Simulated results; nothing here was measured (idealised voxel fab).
Process module in this document: voxel quadruple lines
This is section cut - it's 140 nm across, gridded in 5 nm square cells.
Cross-section layout: square cells on a grid; listed as bands, top to bottom; a band spans one or more cell rows.
Band entry format. Leading values: height of top, height of bottom, nm. Remainder: materials in left-to-right order, each with its width in nm. Special words: "all across" on a single material, which then fills the band edge to edge; "empty", empty space.
Height 0 is the level under which the wafer as received is all one material. The lowest band goes on downwards, as in "z 0 and below".
Read "30 to 40" as a graded width: first number on top, second number at the bottom, same change between each pair of neighbouring rows.
You'll sometimes find "no alterations made" written for a step, and that's the way of saying that nowhere in the cross-section did a cell change during that step.
The list in "Fully sealed cavities" covers empty spaces of 8 cells or more that cannot reach the top through any open way, and it gives each as width x height at distance; the distance is from the left edge, and width, height and distance are in nm.
It should be noted that, on the line of a given step, the content following the step's settings is a remark produced by the simulator itself with respect to that step.
"overlay nm", when on a step's line for a step with a mask, measures how far to the right of its planned place the mask lay; a negative measure means to the left.

Steps in the process plan:
1) RECEIVE: material Si
2) CONFORMAL_DEP: material SiO2, thk nm 5
3) DIRECTIONAL_DEP: material TiN, thk nm 10
4) DIRECTIONAL_DEP: material polySi, thk nm 15
5) DIRECTIONAL_DEP: material aC, thk nm 20
6) PATTERN: tone cover, mask id MANDREL, material resist, width nm 25, thk nm 25, overlay nm 0
7) DIRECTIONAL_ETCH: etch materials aC, depth nm 20
8) STRIP: etch materials resist
9) CONFORMAL_DEP: material SiO2, thk nm 15
10) DIRECTIONAL_ETCH: etch materials SiO2, depth nm 15
11) STRIP: etch materials aC
12) DIRECTIONAL_ETCH: etch materials polySi, depth nm 15
13) STRIP: etch materials SiO2
14) CONFORMAL_DEP: material SiCN, thk nm 10
15) DIRECTIONAL_ETCH: etch materials SiCN, depth nm 10
16) STRIP: etch materials polySi
17) DIRECTIONAL_ETCH: etch materials TiN, depth nm 10
18) STRIP: etch materials SiCN
19) FILL_DEP: material SiO2, thk nm 10
20) CMP: height nm 15
The wafers are alike at the start. At step 6, their width nm differs. The plan lists the first wafer's value.

Sectional view: first of several wafers, as received, after step 1:
> z 0 and below: Si all across
> Fully sealed cavities: none

Wafer cross-section (first of several) - module end, post step 20 (last step):
> z 15 to 5: SiO2 (30), TiN (10), SiO2 (15), TiN (10), SiO2 (5), TiN (10), SiO2 (15), TiN (10), SiO2 (35)
> z 5 to 0: SiO2 all across
> z 0 and below: Si all across
> Fully sealed cavities: none

Last wafer of the set, cross-sectioned at end of module:
> z 15 to 5: SiO2 (20), TiN (10), SiO2 (15), TiN (10), SiO2 (30), TiN (10), SiO2 (15), TiN (10), SiO2 (20)
> z 5 to 0: SiO2 all across
> z 0 and below: Si all across
> Fully sealed cavities: none

Per wafer (row), end of module: delta in cells per material since receipt, (+) for gained, (-) for lost; closed voids after that:
width nm 25 | +68 SiO2 | +16 TiN | Fully sealed cavities: none
width nm 30 | +68 SiO2 | +16 TiN | Fully sealed cavities: none
width nm 35 | +68 SiO2 | +16 TiN | Fully sealed cavities: none
width nm 40 | +68 SiO2 | +16 TiN | Fully sealed cavities: none
width nm 45 | +68 SiO2 | +16 TiN | Fully sealed cavities: none
width nm 50 | +68 SiO2 | +16 TiN | Fully sealed cavities: none
